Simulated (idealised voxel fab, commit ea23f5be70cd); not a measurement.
Module name: voxel tone inversion (process module)
It is cross-section cut that appears here, measuring 260 nm in width, its square cells being 5 nm in size.
Heads up, the way a cross-section reads in here is a grid of square cells, handed over as bands from the top down, with every band being one or more rows of cells.
What a band's entry tells you: where the top is and where the bottom is, as heights in nm, and after that what lies inside, material by material from left to right, each with its width in nm. Empty space is written as the word "blank", and a single material marked with the word "throughout" occupies the band from edge to edge.
Heights are measured from 0, the level below which the as-received wafer is all one material; the lowest band has no bottom and continues downward, written as in "top 0, no bottom".
Width "30 to 40": first value at the band's top row of cells, second value at its bottom row, equal change from row to row.
"no change occurred" (step): cross-section cells unchanged, all of them.
If an empty space has no open way to the top and is at least 8 cells in size, "Catalogued sealed voids" lists it, written width x height at distance, where distance is measured from the left edge and every value is in nm.
It should be noted that, on the line of a given step, the content following the step's settings is a remark produced by the simulator itself with respect to that step.
For masked steps, "overlay nm" on the step line gives how far right of plan the mask actually lay; a minus sign means it lay to the left.
-- Listed below are the process steps as planned
step 1: RECEIVE,material Si
step 2: CONFORMAL_DEP,material SiCN,thk nm 5
step 3: DIRECTIONAL_DEP,material polySi,thk nm 20
step 4: PATTERN,tone cover,mask id POSTS,material resist,width nm 20,pitch nm 40,thk nm 25,overlay nm 0
step 5: DIRECTIONAL_ETCH,etch materials polySi,depth nm 20
step 6: STRIP,etch materials resist
step 7: FILL_DEP,material lowk,thk nm 10
step 8: CMP,height nm 25
step 9: STRIP,etch materials polySi
step 10: CONFORMAL_DEP,material TiN,thk nm 5
step 11: FILL_DEP,material W,thk nm 5
step 12: CMP,height nm 25
step 13: CONFORMAL_DEP,material SiN,thk nm 5
-- First of two wafers - as planned
-- Wafer as received: cross-section following step 1
- top 0, no bottom: Si throughout
- Catalogued sealed voids: none
-- The wafer, seen in cross-section, after step 2
- top 5, bottom 0: SiCN throughout
- Lower than 0, everything is as it was.
-- The wafer, seen in cross-section, after step 3
- top 25, bottom 5: polySi throughout
- Lower than 5, everything is as it was.
-- The wafer, seen in cross-section, after step 4
- top 50, bottom 25: 100 blank; 20 resist; 20 blank; 20 resist; 100 blank
- Lower than 25, everything is as it was.
-- The wafer, seen in cross-section, after step 5
- top 50, bottom 25: 100 blank; 20 resist; 20 blank; 20 resist; 100 blank
- top 25, bottom 5: 100 blank; 20 polySi; 20 blank; 20 polySi; 100 blank
- Lower than 5, everything is as it was.
-- The wafer, seen in cross-section, after step 6
- top 25, bottom 5: 100 blank; 20 polySi; 20 blank; 20 polySi; 100 blank
- Lower than 5, everything is as it was.
-- The wafer, seen in cross-section, after step 7
- top 35, bottom 25: lowk throughout
- top 25, bottom 5: 100 lowk; 20 polySi; 20 lowk; 20 polySi; 100 lowk
- Lower than 5, everything is as it was.
-- The wafer, seen in cross-section, after step 8
- top 25, bottom 5: 100 lowk; 20 polySi; 20 lowk; 20 polySi; 100 lowk
- Lower than 5, everything is as it was.
-- The wafer, seen in cross-section, after step 9
- top 25, bottom 5: 100 lowk; 20 blank; 20 lowk; 20 blank; 100 lowk
- Lower than 5, everything is as it was.
-- The wafer, seen in cross-section, after step 10
- top 30, bottom 25: 105 TiN; 10 blank; 30 TiN; 10 blank; 105 TiN
- top 25, bottom 10: 100 lowk; 5 TiN; 10 blank; 5 TiN; 20 lowk; 5 TiN; 10 blank; 5 TiN; 100 lowk
- top 10, bottom 5: 100 lowk; 20 TiN; 20 lowk; 20 TiN; 100 lowk
- Lower than 5, everything is as it was.
-- The wafer, seen in cross-section, after step 11
- top 35, bottom 30: W throughout
- top 30, bottom 25: 105 TiN; 10 W; 30 TiN; 10 W; 105 TiN
- top 25, bottom 10: 100 lowk; 5 TiN; 10 W; 5 TiN; 20 lowk; 5 TiN; 10 W; 5 TiN; 100 lowk
- Lower than 10, everything is as it was.
-- The wafer, seen in cross-section, after step 12
- top 25, bottom 10: 100 lowk; 5 TiN; 10 W; 5 TiN; 20 lowk; 5 TiN; 10 W; 5 TiN; 100 lowk
- Lower than 10, everything is as it was.
-- The wafer, seen in cross-section, after step 13
- top 30, bottom 25: SiN throughout
- Lower than 25, everything is as it was.
-- Here the second wafer is described. Its start and its plan were those of the first wafer. Its run contained one mistake. Up to and including step 2, it did exactly what the first wafer did
-- Cross-section, second wafer, at the end time the plan gives for step 3
- top 25, bottom 0: SiCN throughout
- Lower than 0, everything is as it was.
-- Cross-section, second wafer, at the end time the plan gives for step 4
- top 50, bottom 25: 100 blank; 20 resist; 20 blank; 20 resist; 100 blank
- Lower than 25, everything is as it was.
Cross-section, second wafer, at the end time the plan gives for step 5: no change occurred
-- Cross-section, second wafer, at the end time the plan gives for step 6
- top 25, bottom 0: SiCN throughout
- Lower than 0, everything is as it was.
-- Cross-section, second wafer, at the end time the plan gives for step 7
- top 35, bottom 25: lowk throughout
- Lower than 25, everything is as it was.
-- Cross-section, second wafer, at the end time the plan gives for step 8
- top 25, bottom 0: SiCN throughout
- Lower than 0, everything is as it was.
Cross-section, second wafer, at the end time the plan gives for step 9: no change occurred
-- Cross-section, second wafer, at the end time the plan gives for step 10
- top 30, bottom 25: TiN throughout
- Lower than 25, everything is as it was.
-- Cross-section, second wafer, at the end time the plan gives for step 11
- top 35, bottom 30: W throughout
- Lower than 30, everything is as it was.
-- Cross-section, second wafer, at the end time the plan gives for step 12
- top 25, bottom 0: SiCN throughout
- Lower than 0, everything is as it was.
-- Cross-section, second wafer, at the end time the plan gives for step 13
- top 30, bottom 25: SiN throughout
- Lower than 25, everything is as it was.
In executing the process, a mistake was made relative to the plan: in deviation from the planned setting, step 3 was conducted as DIRECTIONAL_DEP,material SiCN,thk nm 20
At the finish, the second wafer shows more or fewer cells for some materials than the first does: SiCN +208 | TiN -20 | W -12 | lowk -176
